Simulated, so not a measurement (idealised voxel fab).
Process module name: voxel double patterning
This is section cut - it's 265 nm across, gridded in 5 nm square cells.
Reading order for cross-sections: top band down to bottom band. Underlying form: a grid of square cells. Band size: one or more rows of cells. Band: top and bottom heights (nm) first, top before bottom; then materials from left to right, widths in nm. "all across" marks a sole material filling the band edge to edge. "empty" denotes empty space. Where do heights start? At 0: under that level the wafer as delivered is made of one material only. And the lowest band has no floor; it just carries on downward, as in "z 0 and below". Width spec "30..40" -> top row of cells at first value, bottom row at second value, equal per-row change in between. You'll sometimes find "no alteration" written for a step, and that's the way of saying that nowhere in the cross-section did a cell change during that step. Each empty space that has no open way to the top and spans at least 8 cells appears under "Closed void inventory" as width x height at distance, the distance counted from the left edge, all in nm. What comes after the settings on a step's line is commentary from the simulator itself on that step. The line of a step may include "overlay nm". On a step with a mask, this value is how far to the right of its planned place the mask lay. A negative value means the mask lay to the left.
Listed below are the process steps as planned:
| 1 | op RECEIVE | material Si |
| 2 | op CONFORMAL_DEP | material SiO2 | thk nm 10 |
| 3 | op DIRECTIONAL_DEP | material polySi | thk nm 10 |
| 4 | op DIRECTIONAL_DEP | material SiCN | thk nm 5 |
| 5 | op DIRECTIONAL_DEP | material aC | thk nm 15 |
| 6 | op PATTERN | tone open | mask id FIRST | material resist | width nm 15 | pitch nm 50 | thk nm 30 | overlay nm 0 |
| 7 | op DIRECTIONAL_ETCH | etch materials aC | depth nm 15 |
| 8 | op STRIP | etch materials resist |
| 9 | op DIRECTIONAL_ETCH | etch materials SiCN | depth nm 5 |
| 10 | op STRIP | etch materials aC |
| 11 | op PATTERN | tone open | mask id SECOND | material resist | width nm 15 | thk nm 15 | overlay nm 0 |
| 12 | op DIRECTIONAL_ETCH | etch materials SiCN | depth nm 5 |
| 13 | op STRIP | etch materials resist |
| 14 | op DIRECTIONAL_ETCH | etch materials polySi | depth nm 10 |
| 15 | op STRIP | etch materials SiCN |
Incoming wafer in cross-section (state: after step 1):
z 0 and below: Si all across
Closed void inventory: none
Looking at the first of two wafers in cross-section at end of module - ran to plan:
z 20 to 10: polySi 100 nm, empty 15 nm, polySi 10 nm, empty 15 nm, polySi 10 nm, empty 15 nm, polySi 100 nm
z 10 to 0: SiO2 all across
z 0 and below: Si all across
Closed void inventory: none
End of module, second wafer, cross-section. Started like the first, planned like the first, run with one mistake:
z 20 to 10: polySi 100 nm, empty 15 nm, polySi 10 nm, empty 20 nm, polySi 5 nm, empty 15 nm, polySi 100 nm
z 10 to 0: SiO2 all across
z 0 and below: Si all across
Closed void inventory: none
Deviation from plan: step 11 did not use the planned setting and instead ran as op PATTERN | tone open | mask id SECOND | material resist | width nm 20 | thk nm 15 | overlay nm 0
The second wafer ends with more or fewer cells of some materials than the first, per final count: 2 fewer of polySi
